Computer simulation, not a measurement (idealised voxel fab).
process module | voxel ribs on slabs
cross-section cut | 190 nm wide | cells 5 nm
A cross-section is a grid of square cells, given in bands from the top down. A band is one or more rows of cells.
Each band's line starts with the height of the band's top and of its bottom, in nm. Then come its materials from left to right, each with its width in nm. One material with "throughout" fills the band from edge to edge. "air" is empty space.
Height 0 is the level under which the wafer as received is all one material. The lowest band goes on downwards, as in "0 down".
A width such as "30 to 40" changes by the same amount from each row of cells to the next, from the band's top row to its bottom row.
"no change" after a step means that no cell of the cross-section changed.
closed voids: empty space of 8 cells or more with no open way to the top, each as width x height at its distance from the left edge, in nm
after a step's settings: what the simulator itself notes on the step
overlay nm, on a step with a mask: how far to the right of its planned place the mask lay; to the left if negative
plan
1 op RECEIVE | material Si
2 op DIRECTIONAL_DEP | material SiO2 | thk nm 20
3 op DIRECTIONAL_DEP | material SiN | thk nm 25
4 op DIRECTIONAL_DEP | material aC | thk nm 10
5 op PATTERN | tone cover | mask id RIB | material resist | width nm 20 | thk nm 30 | overlay nm 0
6 op DIRECTIONAL_ETCH | etch materials aC | depth nm 10
7 op STRIP | etch materials resist
8 op DIRECTIONAL_ETCH | etch materials SiN | depth nm 10
9 op STRIP | etch materials aC
10 op DIRECTIONAL_DEP | material aC | thk nm 15
11 op PATTERN | tone cover | mask id SLAB | material resist | width nm 80 | thk nm 35 | overlay nm 0
12 op DIRECTIONAL_ETCH | etch materials aC | depth nm 15
13 op STRIP | etch materials resist
14 op DIRECTIONAL_ETCH | etch materials SiN | depth nm 15
15 op STRIP | etch materials aC
16 op FILL_DEP | material SiO2 | thk nm 20
17 op CMP | height nm 55
18 op DIRECTIONAL_DEP | material W | thk nm 5
19 op MASKED_ETCH | tone cover | mask id HEATER | width nm 30 | etch materials W | depth nm 5 | overlay nm 0
20 op CONFORMAL_DEP | material SiN | thk nm 5
as received, after step 1
  0 down: Si throughout
  closed voids: none
first wafer at the end, as planned
  65 to 60: air 75 | SiN 40 | air 75
  60 to 55: SiN 80 | W 30 | SiN 80
  55 to 45: SiO2 throughout
  45 to 35: SiO2 85 | SiN 20 | SiO2 85
  35 to 20: SiO2 55 | SiN 80 | SiO2 55
  20 to 0: SiO2 throughout
  0 down: Si throughout
  closed voids: none
second wafer at the end: like start, like plan, one mistake
  65 to 60: air 75 | SiN 40 | air 75
  60 to 55: SiN 80 | W 30 | SiN 80
  55 to 45: SiO2 85 | SiN 20 | SiO2 85
  45 to 30: SiO2 55 | SiN 80 | SiO2 55
  30 to 0: SiO2 throughout
  0 down: Si throughout
  closed voids: none
what went wrong: step 2 ran as: op DIRECTIONAL_DEP | material SiO2 | thk nm 30
at the end the second wafer has, in cells: as many of each material as the first, in other places
